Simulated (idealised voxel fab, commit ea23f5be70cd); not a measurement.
Process module under the name voxel transistor to metal
The figure presents cross-section cut, which has a width of 210 nm and is divided into square cells with an edge length of 5 nm.
For the purposes of this document, a cross-section shall be understood as a grid of square cells, specified as bands listed in top-to-bottom order, each band consisting of one or more rows of cells. Each band's line starts with the height of the band's top and of its bottom, in nm. Then come its materials from left to right, each with its width in nm. One material with "all across" fills the band from edge to edge. "air" is empty space. It should be noted that heights are counted from 0, beneath which the wafer as supplied is of one material throughout, and that the lowest band possesses no lower boundary but continues downward, as written in "z 0 and below". Note: "30..40" means the width goes from the first number (top row of the band) to the second number (bottom row) in equal steps per row of cells. "left unchanged", as given for a step, is the statement that not any cell of the cross-section underwent a change during that step. In "Trapped cavities" the enclosed voids are listed, meaning empty spaces of 8 cells or larger without any opening to the top. The form is width x height at distance, distance from the left edge, units nm. On each step's line, the part that comes after the settings is the simulator's own comment on the step. The setting "overlay nm" may be written on the line of a step. When the step uses a mask, the value reports how far to the right of the planned place the mask lay, and a negative value reports that it lay to the left. Every pair from here on: before one process step, after it. The after cross-section reaches only to the lowest band that changed. Below the pair: the step in between and its settings. Pairs can belong to different runs of this module on the same starting wafer; a pair carries on from the pair above only if the entry headed "Cross-section, before" says so.

-- Cross-section, before
- z 90 to 75 | air 65; resist 15; air 45; resist 15; air 70
- z 75 to 50 | air 65; W 15; air 45; W 15; air 70
- z 50 to 45 | air 65; TiN 15; air 45; TiN 15; air 70
- z 45 to 30 | SiO2 65; TiN 5; W 5; TiN 5; SiO2 45; TiN 5; W 5; TiN 5; SiO2 70
- z 30 to 20 | SiO2 65; TiN 5; W 5; TiN 5; SiO2 5; SiN 10; SiCN 15; SiN 10; SiO2 5; TiN 5; W 5; TiN 5; SiO2 70
- z 20 to 10 | SiO2 65; TiN 5; W 5; TiN 5; SiN 10; polySi 25; SiN 10; TiN 5; W 5; TiN 5; SiO2 70
- z 10 to 5 | SiO2 65; TiN 15; SiN 10; polySi 25; SiN 10; TiN 15; SiO2 70
- z 5 to -5 | SiO2 65; nSi 15; SiN 10; polySi 25; SiN 10; nSi 15; SiO2 70
- z -5 to -10 | SiO2 55; nSi 25; SiO2 45; nSi 25; SiO2 60
- z -10 to -20 | SiO2 60; nSi 20; Si 45; nSi 20; SiO2 65
- z -20 to -45 | SiO2 60; Si 85; SiO2 65
- z -45 and below | Si all across
- Trapped cavities: none

-- Resultant Cross-Section
- z 75 to 50 | air 65; W 15; air 45; W 15; air 70
- Everything under 50 stays put, no change at all.
- Trapped cavities: none
The two cross-sections above are separated by a single process step, namely STRIP with etch materials resist

Cross-section, before: It is represented by the cross-section appearing after the step of the pair directly above.

-- Resultant Cross-Section
- z 85 to 75 | lowk all across
- z 75 to 50 | lowk 65; W 15; lowk 45; W 15; lowk 70
- z 50 to 45 | lowk 65; TiN 15; lowk 45; TiN 15; lowk 70
- Everything under 45 stays put, no change at all.
- Trapped cavities: none
The two cross-sections above are separated by a single process step, namely FILL_DEP with material lowk, thk nm 10

Cross-section, before: It is represented by the cross-section appearing after the step of the pair directly above.

-- Resultant Cross-Section
- z 75 to 50 | lowk 65; W 15; lowk 45; W 15; lowk 70
- Everything under 50 stays put, no change at all.
- Trapped cavities: none
The two cross-sections above are separated by a single process step, namely CMP with height nm 75

Cross-section, before: It is represented by the cross-section appearing after the step of the pair directly above.

-- Resultant Cross-Section
- z 80 to 75 | SiN all across
- Everything under 75 stays put, no change at all.
- Trapped cavities: none
The two cross-sections above are separated by a single process step, namely CONFORMAL_DEP with material SiN, thk nm 5

-- Cross-section, before
- z 45 to 30 | SiO2 all across
- z 30 to 20 | SiO2 85; SiN 10; SiCN 15; SiN 10; SiO2 90
- z 20 to 5 | SiO2 85; SiN 10; polySi 15; SiN 10; SiO2 90
- z 5 to -5 | SiO2 70; nSi 15; SiN 10; polySi 15; SiN 10; nSi 15; SiO2 75
- z -5 to -10 | SiO2 55; nSi 30; SiO2 35; nSi 30; SiO2 60
- z -10 to -20 | SiO2 60; nSi 25; Si 35; nSi 25; SiO2 65
- z -20 to -45 | SiO2 60; Si 85; SiO2 65
- z -45 and below | Si all across
- Trapped cavities: none

-- Resultant Cross-Section
- z 45 to 30 | SiO2 75; air 15; SiO2 45; air 15; SiO2 60
- z 30 to 20 | SiO2 75; air 10; SiN 10; SiCN 15; SiN 10; SiO2 15; air 15; SiO2 60
- z 20 to 5 | SiO2 75; air 10; SiN 10; polySi 15; SiN 10; SiO2 15; air 15; SiO2 60
- z 5 to -5 | SiO2 70; nSi 15; SiN 10; polySi 15; SiN 10; nSi 15; air 15; SiO2 60
- Everything under -5 stays put, no change at all.
- Trapped cavities: none
The two cross-sections above are separated by a single process step, namely MASKED_ETCH with tone open, mask id CONTACT, width nm 15, pitch nm 60, etch materials SiO2, depth nm 50, overlay nm 10

Cross-section, before: It is represented by the cross-section appearing after the step of the pair directly above.

-- Resultant Cross-Section
- z 50 to 45 | TiN 80; air 5; TiN 55; air 5; TiN 65
- z 45 to 35 | SiO2 75; TiN 5; air 5; TiN 5; SiO2 45; TiN 5; air 5; TiN 5; SiO2 60
- z 35 to 30 | SiO2 75; TiN 15; SiO2 45; TiN 5; air 5; TiN 5; SiO2 60
- z 30 to 20 | SiO2 75; TiN 10; SiN 10; SiCN 15; SiN 10; SiO2 15; TiN 5; air 5; TiN 5; SiO2 60
- z 20 to 5 | SiO2 75; TiN 10; SiN 10; polySi 15; SiN 10; SiO2 15; TiN 5; air 5; TiN 5; SiO2 60
- z 5 to 0 | SiO2 70; nSi 15; SiN 10; polySi 15; SiN 10; nSi 15; TiN 5; air 5; TiN 5; SiO2 60
- z 0 to -5 | SiO2 70; nSi 15; SiN 10; polySi 15; SiN 10; nSi 15; TiN 15; SiO2 60
- Everything under -5 stays put, no change at all.
- Trapped cavities: none
The two cross-sections above are separated by a single process step, namely CONFORMAL_DEP with material TiN, thk nm 5

Cross-section, before: It is represented by the cross-section appearing after the step of the pair directly above.

-- Resultant Cross-Section
- z 60 to 50 | W all across
- z 50 to 45 | TiN 80; W 5; TiN 55; W 5; TiN 65
- z 45 to 35 | SiO2 75; TiN 5; W 5; TiN 5; SiO2 45; TiN 5; W 5; TiN 5; SiO2 60
- z 35 to 30 | SiO2 75; TiN 15; SiO2 45; TiN 5; W 5; TiN 5; SiO2 60
- z 30 to 20 | SiO2 75; TiN 10; SiN 10; SiCN 15; SiN 10; SiO2 15; TiN 5; W 5; TiN 5; SiO2 60
- z 20 to 5 | SiO2 75; TiN 10; SiN 10; polySi 15; SiN 10; SiO2 15; TiN 5; W 5; TiN 5; SiO2 60
- z 5 to 0 | SiO2 70; nSi 15; SiN 10; polySi 15; SiN 10; nSi 15; TiN 5; W 5; TiN 5; SiO2 60
- Everything under 0 stays put, no change at all.
- Trapped cavities: none
The two cross-sections above are separated by a single process step, namely FILL_DEP with material W, thk nm 10

Cross-section, before: It is represented by the cross-section appearing after the step of the pair directly above.

-- Resultant Cross-Section
- z 45 to 35 | SiO2 75; TiN 5; W 5; TiN 5; SiO2 45; TiN 5; W 5; TiN 5; SiO2 60
- Everything under 35 stays put, no change at all.
- Trapped cavities: none
The two cross-sections above are separated by a single process step, namely CMP with height nm 45

Cross-section, before: It is represented by the cross-section appearing after the step of the pair directly above.

-- Resultant Cross-Section
- z 50 to 45 | TiN all across
- Everything under 45 stays put, no change at all.
- Trapped cavities: none
The two cross-sections above are separated by a single process step, namely DIRECTIONAL_DEP with material TiN, thk nm 5

Cross-section, before: It is represented by the cross-section appearing after the step of the pair directly above.

-- Resultant Cross-Section
- z 75 to 50 | W all across
- Everything under 50 stays put, no change at all.
- Trapped cavities: none
The two cross-sections above are separated by a single process step, namely DIRECTIONAL_DEP with material W, thk nm 25

Cross-section, before: It is represented by the cross-section appearing after the step of the pair directly above.

-- Resultant Cross-Section
- z 90 to 75 | air 65; resist 15; air 45; resist 15; air 70
- Everything under 75 stays put, no change at all.
- Trapped cavities: none
The two cross-sections above are separated by a single process step, namely PATTERN with tone cover, mask id METAL_1, material resist, width nm 15, pitch nm 60, thk nm 15, overlay nm 0

Cross-section, before: It is represented by the cross-section appearing after the step of the pair directly above.

-- Resultant Cross-Section
- z 90 to 75 | air 65; resist 15; air 45; resist 15; air 70
- z 75 to 50 | air 65; W 15; air 45; W 15; air 70
- Everything under 50 stays put, no change at all.
- Trapped cavities: none
The two cross-sections above are separated by a single process step, namely DIRECTIONAL_ETCH with etch materials W, depth nm 25

Cross-section, before: It is represented by the cross-section appearing after the step of the pair directly above.

-- Resultant Cross-Section
- z 90 to 75 | air 65; resist 15; air 45; resist 15; air 70
- z 75 to 50 | air 65; W 15; air 45; W 15; air 70
- z 50 to 45 | air 65; TiN 15; air 45; TiN 15; air 70
- Everything under 45 stays put, no change at all.
- Trapped cavities: none
The two cross-sections above are separated by a single process step, namely DIRECTIONAL_ETCH with etch materials TiN, depth nm 5

Cross-section, before: It is represented by the cross-section appearing after the step of the pair directly above.

-- Resultant Cross-Section
- z 75 to 50 | air 65; W 15; air 45; W 15; air 70
- Everything under 50 stays put, no change at all.
- Trapped cavities: none
The two cross-sections above are separated by a single process step, namely STRIP with etch materials resist

Cross-section, before: It is represented by the cross-section appearing after the step of the pair directly above.

-- Resultant Cross-Section
- z 85 to 75 | lowk all across
- z 75 to 50 | lowk 65; W 15; lowk 45; W 15; lowk 70
- z 50 to 45 | lowk 65; TiN 15; lowk 45; TiN 15; lowk 70
- Everything under 45 stays put, no change at all.
- Trapped cavities: none
The two cross-sections above are separated by a single process step, namely FILL_DEP with material lowk, thk nm 10

Cross-section, before: It is represented by the cross-section appearing after the step of the pair directly above.

-- Resultant Cross-Section
- z 75 to 50 | lowk 65; W 15; lowk 45; W 15; lowk 70
- Everything under 50 stays put, no change at all.
- Trapped cavities: none
The two cross-sections above are separated by a single process step, namely CMP with height nm 75

Cross-section, before: It is represented by the cross-section appearing after the step of the pair directly above.

-- Resultant Cross-Section
- z 80 to 75 | SiN all across
- Everything under 75 stays put, no change at all.
- Trapped cavities: none
The two cross-sections above are separated by a single process step, namely CONFORMAL_DEP with material SiN, thk nm 5

-- Cross-section, before
- z 45 to 30 | SiO2 65; TiN 5; W 5; TiN 5; SiO2 45; TiN 5; W 5; TiN 5; SiO2 70
- z 30 to 20 | SiO2 65; TiN 5; W 5; TiN 5; SiO2 5; SiN 10; SiCN 15; SiN 10; SiO2 5; TiN 5; W 5; TiN 5; SiO2 70
- z 20 to 10 | SiO2 65; TiN 5; W 5; TiN 5; SiO2 5; SiN 10; polySi 15; SiN 10; SiO2 5; TiN 5; W 5; TiN 5; SiO2 70
- z 10 to 5 | SiO2 65; TiN 15; SiO2 5; SiN 10; polySi 15; SiN 10; SiO2 5; TiN 15; SiO2 70
- z 5 to -5 | SiO2 65; TiN 5; nSi 15; SiN 10; polySi 15; SiN 10; nSi 15; TiN 5; SiO2 70
- z -5 to -10 | SiO2 55; nSi 30; SiO2 35; nSi 30; SiO2 60
- z -10 to -20 | SiO2 60; nSi 25; Si 35; nSi 25; SiO2 65
- z -20 to -45 | SiO2 60; Si 85; SiO2 65
- z -45 and below | Si all across
- Trapped cavities: none

-- Resultant Cross-Section
- z 50 to 45 | lowk all across
- Everything under 45 stays put, no change at all.
- Trapped cavities: none
The two cross-sections above are separated by a single process step, namely DIRECTIONAL_DEP with material lowk, thk nm 5

Cross-section, before: It is represented by the cross-section appearing after the step of the pair directly above.

-- Resultant Cross-Section
- z 75 to 50 | W all across
- Everything under 50 stays put, no change at all.
- Trapped cavities: none
The two cross-sections above are separated by a single process step, namely DIRECTIONAL_DEP with material W, thk nm 25

Cross-section, before: It is represented by the cross-section appearing after the step of the pair directly above.

-- Resultant Cross-Section
- z 90 to 75 | air 65; resist 15; air 45; resist 15; air 70
- Everything under 75 stays put, no change at all.
- Trapped cavities: none
The two cross-sections above are separated by a single process step, namely PATTERN with tone cover, mask id METAL_1, material resist, width nm 15, pitch nm 60, thk nm 15, overlay nm 0

Cross-section, before: It is represented by the cross-section appearing after the step of the pair directly above.

-- Resultant Cross-Section
- z 90 to 75 | air 65; resist 15; air 45; resist 15; air 70
- z 75 to 50 | air 65; W 15; air 45; W 15; air 70
- Everything under 50 stays put, no change at all.
- Trapped cavities: none
The two cross-sections above are separated by a single process step, namely DIRECTIONAL_ETCH with etch materials W, depth nm 25

Cross-section, before: It is represented by the cross-section appearing after the step of the pair directly above.

-- Resultant Cross-Section
- z 75 to 50 | air 65; W 15; air 45; W 15; air 70
- Everything under 50 stays put, no change at all.
- Trapped cavities: none
The two cross-sections above are separated by a single process step, namely STRIP with etch materials resist

Cross-section, before: It is represented by the cross-section appearing after the step of the pair directly above.

-- Resultant Cross-Section
- z 85 to 75 | lowk all across
- z 75 to 50 | lowk 65; W 15; lowk 45; W 15; lowk 70
- Everything under 50 stays put, no change at all.
- Trapped cavities: none
The two cross-sections above are separated by a single process step, namely FILL_DEP with material lowk, thk nm 10

Cross-section, before: It is represented by the cross-section appearing after the step of the pair directly above.

-- Resultant Cross-Section
- z 75 to 50 | lowk 65; W 15; lowk 45; W 15; lowk 70
- Everything under 50 stays put, no change at all.
- Trapped cavities: none
The two cross-sections above are separated by a single process step, namely CMP with height nm 75

Cross-section, before: It is represented by the cross-section appearing after the step of the pair directly above.

-- Resultant Cross-Section
- z 80 to 75 | SiN all across
- Everything under 75 stays put, no change at all.
- Trapped cavities: none
The two cross-sections above are separated by a single process step, namely CONFORMAL_DEP with material SiN, thk nm 5

-- Cross-section, before
- z 30 to 20 | SiCN all across
- z 20 to -5 | polySi all across
- z -5 to -10 | SiO2 all across
- z -10 to -45 | SiO2 60; Si 85; SiO2 65
- z -45 and below | Si all across
- Trapped cavities: none

-- Resultant Cross-Section
- z 30 to 20 | SiCN 95; air 15; SiCN 100
- Everything under 20 stays put, no change at all.
- Trapped cavities: none
The two cross-sections above are separated by a single process step, namely MASKED_ETCH with tone open, mask id GATE, width nm 15, etch materials SiCN, depth nm 20, overlay nm 0

Cross-section, before: It is represented by the cross-section appearing after the step of the pair directly above.

-- Resultant Cross-Section
- z 40 to 30 | SiN all across
- z 30 to 20 | SiCN 95; SiN 15; SiCN 100
- Everything under 20 stays put, no change at all.
- Trapped cavities: none
The two cross-sections above are separated by a single process step, namely CONFORMAL_DEP with material SiN, thk nm 10

Cross-section, before: It is represented by the cross-section appearing after the step of the pair directly above.

-- Resultant Cross-Section
- z 30 to 20 | SiCN 95; SiN 15; SiCN 100
- Everything under 20 stays put, no change at all.
- Trapped cavities: none
The two cross-sections above are separated by a single process step, namely DIRECTIONAL_ETCH with etch materials SiN, depth nm 10

Cross-section, before: It is represented by the cross-section appearing after the step of the pair directly above.

-- Resultant Cross-Section
- z 35 to 30 | SiO2 all across
- Everything under 30 stays put, no change at all.
- Trapped cavities: none
The two cross-sections above are separated by a single process step, namely FILL_DEP with material SiO2, thk nm 5

Cross-section, before: It is represented by the cross-section appearing after the step of the pair directly above.

-- Resultant Cross-Section
- z 30 to 20 | SiCN 95; SiN 15; SiCN 100
- Everything under 20 stays put, no change at all.
- Trapped cavities: none
The two cross-sections above are separated by a single process step, namely CMP with height nm 30

Cross-section, before: It is represented by the cross-section appearing after the step of the pair directly above.

-- Resultant Cross-Section
- z 45 to 30 | SiO2 all across
- Everything under 30 stays put, no change at all.
- Trapped cavities: none
The two cross-sections above are separated by a single process step, namely DIRECTIONAL_DEP with material SiO2, thk nm 15

Cross-section, before: It is represented by the cross-section appearing after the step of the pair directly above.

-- Resultant Cross-Section
- z 45 to 30 | SiO2 65; air 15; SiO2 45; air 15; SiO2 70
- Everything under 30 stays put, no change at all.
- Trapped cavities: none
The two cross-sections above are separated by a single process step, namely MASKED_ETCH with tone open, mask id CONTACT, width nm 15, pitch nm 60, etch materials SiO2, depth nm 50, overlay nm 0

Cross-section, before: It is represented by the cross-section appearing after the step of the pair directly above.

-- Resultant Cross-Section
- z 50 to 45 | TiN 70; air 5; TiN 55; air 5; TiN 75
- z 45 to 35 | SiO2 65; TiN 5; air 5; TiN 5; SiO2 45; TiN 5; air 5; TiN 5; SiO2 70
- z 35 to 30 | SiO2 65; TiN 15; SiO2 45; TiN 15; SiO2 70
- Everything under 30 stays put, no change at all.
- Trapped cavities: none
The two cross-sections above are separated by a single process step, namely CONFORMAL_DEP with material TiN, thk nm 5

Cross-section, before: It is represented by the cross-section appearing after the step of the pair directly above.

-- Resultant Cross-Section
- z 60 to 50 | W all across
- z 50 to 45 | TiN 70; W 5; TiN 55; W 5; TiN 75
- z 45 to 35 | SiO2 65; TiN 5; W 5; TiN 5; SiO2 45; TiN 5; W 5; TiN 5; SiO2 70
- Everything under 35 stays put, no change at all.
- Trapped cavities: none
The two cross-sections above are separated by a single process step, namely FILL_DEP with material W, thk nm 10

Cross-section, before: It is represented by the cross-section appearing after the step of the pair directly above.

-- Resultant Cross-Section
- z 45 to 35 | SiO2 65; TiN 5; W 5; TiN 5; SiO2 45; TiN 5; W 5; TiN 5; SiO2 70
- Everything under 35 stays put, no change at all.
- Trapped cavities: none
The two cross-sections above are separated by a single process step, namely CMP with height nm 45

Cross-section, before: It is represented by the cross-section appearing after the step of the pair directly above.

-- Resultant Cross-Section
- z 50 to 45 | TiN all across
- Everything under 45 stays put, no change at all.
- Trapped cavities: none
The two cross-sections above are separated by a single process step, namely DIRECTIONAL_DEP with material TiN, thk nm 5

Cross-section, before: It is represented by the cross-section appearing after the step of the pair directly above.

-- Resultant Cross-Section
- z 75 to 50 | W all across
- Everything under 50 stays put, no change at all.
- Trapped cavities: none
The two cross-sections above are separated by a single process step, namely DIRECTIONAL_DEP with material W, thk nm 25

Cross-section, before: It is represented by the cross-section appearing after the step of the pair directly above.

-- Resultant Cross-Section
- z 90 to 75 | air 65; resist 15; air 45; resist 15; air 70
- Everything under 75 stays put, no change at all.
- Trapped cavities: none
The two cross-sections above are separated by a single process step, namely PATTERN with tone cover, mask id METAL_1, material resist, width nm 15, pitch nm 60, thk nm 15, overlay nm 0

Cross-section, before: It is represented by the cross-section appearing after the step of the pair directly above.

-- Resultant Cross-Section
- z 90 to 75 | air 65; resist 15; air 45; resist 15; air 70
- z 75 to 50 | air 65; W 15; air 45; W 15; air 70
- Everything under 50 stays put, no change at all.
- Trapped cavities: none
The two cross-sections above are separated by a single process step, namely DIRECTIONAL_ETCH with etch materials W, depth nm 25

Cross-section, before: It is represented by the cross-section appearing after the step of the pair directly above.

-- Resultant Cross-Section
- z 90 to 75 | air 65; resist 15; air 45; resist 15; air 70
- z 75 to 50 | air 65; W 15; air 45; W 15; air 70
- z 50 to 45 | air 65; TiN 15; air 45; TiN 15; air 70
- Everything under 45 stays put, no change at all.
- Trapped cavities: none
The two cross-sections above are separated by a single process step, namely DIRECTIONAL_ETCH with etch materials TiN, depth nm 5

Cross-section, before: It is represented by the cross-section appearing after the step of the pair directly above.

-- Resultant Cross-Section
- z 75 to 50 | air 65; W 15; air 45; W 15; air 70
- Everything under 50 stays put, no change at all.
- Trapped cavities: none
The two cross-sections above are separated by a single process step, namely STRIP with etch materials resist

Cross-section, before: It is represented by the cross-section appearing after the step of the pair directly above.

-- Resultant Cross-Section
- z 85 to 75 | lowk all across
- z 75 to 50 | lowk 65; W 15; lowk 45; W 15; lowk 70
- z 50 to 45 | lowk 65; TiN 15; lowk 45; TiN 15; lowk 70
- Everything under 45 stays put, no change at all.
- Trapped cavities: none
The two cross-sections above are separated by a single process step, namely FILL_DEP with material lowk, thk nm 10

Cross-section, before: It is represented by the cross-section appearing after the step of the pair directly above.

-- Resultant Cross-Section
- z 75 to 50 | lowk 65; W 15; lowk 45; W 15; lowk 70
- Everything under 50 stays put, no change at all.
- Trapped cavities: none
The two cross-sections above are separated by a single process step, namely CMP with height nm 75

Cross-section, before: It is represented by the cross-section appearing after the step of the pair directly above.

-- Resultant Cross-Section
- z 80 to 75 | SiN all across
- Everything under 75 stays put, no change at all.
- Trapped cavities: none
The two cross-sections above are separated by a single process step, namely CONFORMAL_DEP with material SiN, thk nm 5
